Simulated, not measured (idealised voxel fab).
The process module presented herein is designated voxel self aligned contacts.
Section shown: cut. Width: 235 nm. Cell size: 5 nm, square.
Cross-section spec: square-cell grid; bands listed top down; each band is one or more rows.
Quick guide to a band line: top height, bottom height (nm) up front; then every material left to right with its width in nm. Only one material and it's marked "throughout"? Then it fills the band edge to edge. And "empty" just means empty space.
Heights are measured from 0, the level below which the as-received wafer is all one material; the lowest band has no bottom and continues downward, written as in "0..down".
Width: "30..40" (first number = top row, second number = bottom row, same change from row to row of cells).
Any step labelled "everything unchanged" changed none of the cells in the cross-section.
The list in "Voids, fully enclosed" covers empty spaces of 8 cells or more that cannot reach the top through any open way, and it gives each as width x height at distance; the distance is from the left edge, and width, height and distance are in nm.
Whatever follows a step's settings on its line is a remark the simulator itself makes about that step.
overlay nm: for a step with a mask, the amount by which the mask lay right of where it was planned; a negative amount means left of it.

Process steps - plan:
1,op RECEIVE | material Si
2,op OXIDIZE | depth nm 5
3,op DIRECTIONAL_DEP | material polySi | thk nm 25
4,op DIRECTIONAL_DEP | material SiN | thk nm 15
5,op PATTERN | tone cover | mask id GATE | material resist | width nm 25 | pitch nm 50 | thk nm 20 | overlay nm 0
6,op DIRECTIONAL_ETCH | etch materials SiN | depth nm 15
7,op DIRECTIONAL_ETCH | etch materials polySi | depth nm 25
8,op STRIP | etch materials resist
9,op CONFORMAL_DEP | material SiN | thk nm 5
10,op DIRECTIONAL_ETCH | etch materials SiN | depth nm 5
11,op FILL_DEP | material SiO2 | thk nm 20
12,op CMP | height nm 50
13,op DIRECTIONAL_DEP | material aC | thk nm 10
14,op PATTERN | tone open | mask id CONTACT | material resist | width nm 35 | pitch nm 50 | thk nm 30 | overlay nm 0
15,op DIRECTIONAL_ETCH | etch materials aC | depth nm 10
16,op STRIP | etch materials resist
17,op DIRECTIONAL_ETCH | etch materials SiO2 | depth nm 55
18,op STRIP | etch materials aC
19,op CONFORMAL_DEP | material TiN | thk nm 5
20,op FILL_DEP | material Ru | thk nm 10
21,op CMP | height nm 50
22,op CONFORMAL_DEP | material SiCN | thk nm 5

Cross-section, incoming material, after step 1:
- 0..down  Si throughout
- Voids, fully enclosed: none

Cross-section: first of two wafers, module finished, run according to plan:
- 55..50  SiCN throughout
- 50..40  75 nm SiO2  5..15 nm TiN  25..5 nm Ru  5..15 nm TiN  15 nm SiO2  5..15 nm TiN  25..5 nm Ru  5..15 nm TiN  75 nm SiO2
- 40..25  50 nm SiO2  35 nm SiN  5 nm TiN  5 nm Ru  5 nm TiN  35 nm SiN  5 nm TiN  5 nm Ru  5 nm TiN  35 nm SiN  50 nm SiO2
- 25..0  50 nm SiO2  5 nm SiN  25 nm polySi  5 nm SiN  5 nm TiN  5 nm Ru  5 nm TiN  5 nm SiN  25 nm polySi  5 nm SiN  5 nm TiN  5 nm Ru  5 nm TiN  5 nm SiN  25 nm polySi  5 nm SiN  50 nm SiO2
- 0..-5  85 nm SiO2  15 nm TiN  35 nm SiO2  15 nm TiN  85 nm SiO2
- -5..down  Si throughout
- Voids, fully enclosed: none

End-of-module cross-section of the second wafer: identical starting point and process plan to the first, with one processing mistake:
- 55..50  SiCN throughout
- 50..45  50 nm SiO2  35 nm SiN  5 nm TiN  5 nm Ru  5 nm TiN  35 nm SiN  5 nm TiN  5 nm Ru  5 nm TiN  35 nm SiN  50 nm SiO2
- 45..40  50 nm SiO2  35 nm SiN  15 nm TiN  35 nm SiN  15 nm TiN  35 nm SiN  50 nm SiO2
- 40..25  SiN throughout
- 25..0  polySi throughout
- 0..-5  SiO2 throughout
- -5..down  Si throughout
- Voids, fully enclosed: none
It is concluded that the wafer was processed incorrectly with respect to the plan, in that it should be noted that step 4 of the plan was executed twice
Count the cells at the end and the second wafer has more or fewer of some materials than the first: -26 Ru; +90 SiN; -180 SiO2; -44 TiN; +160 polySi
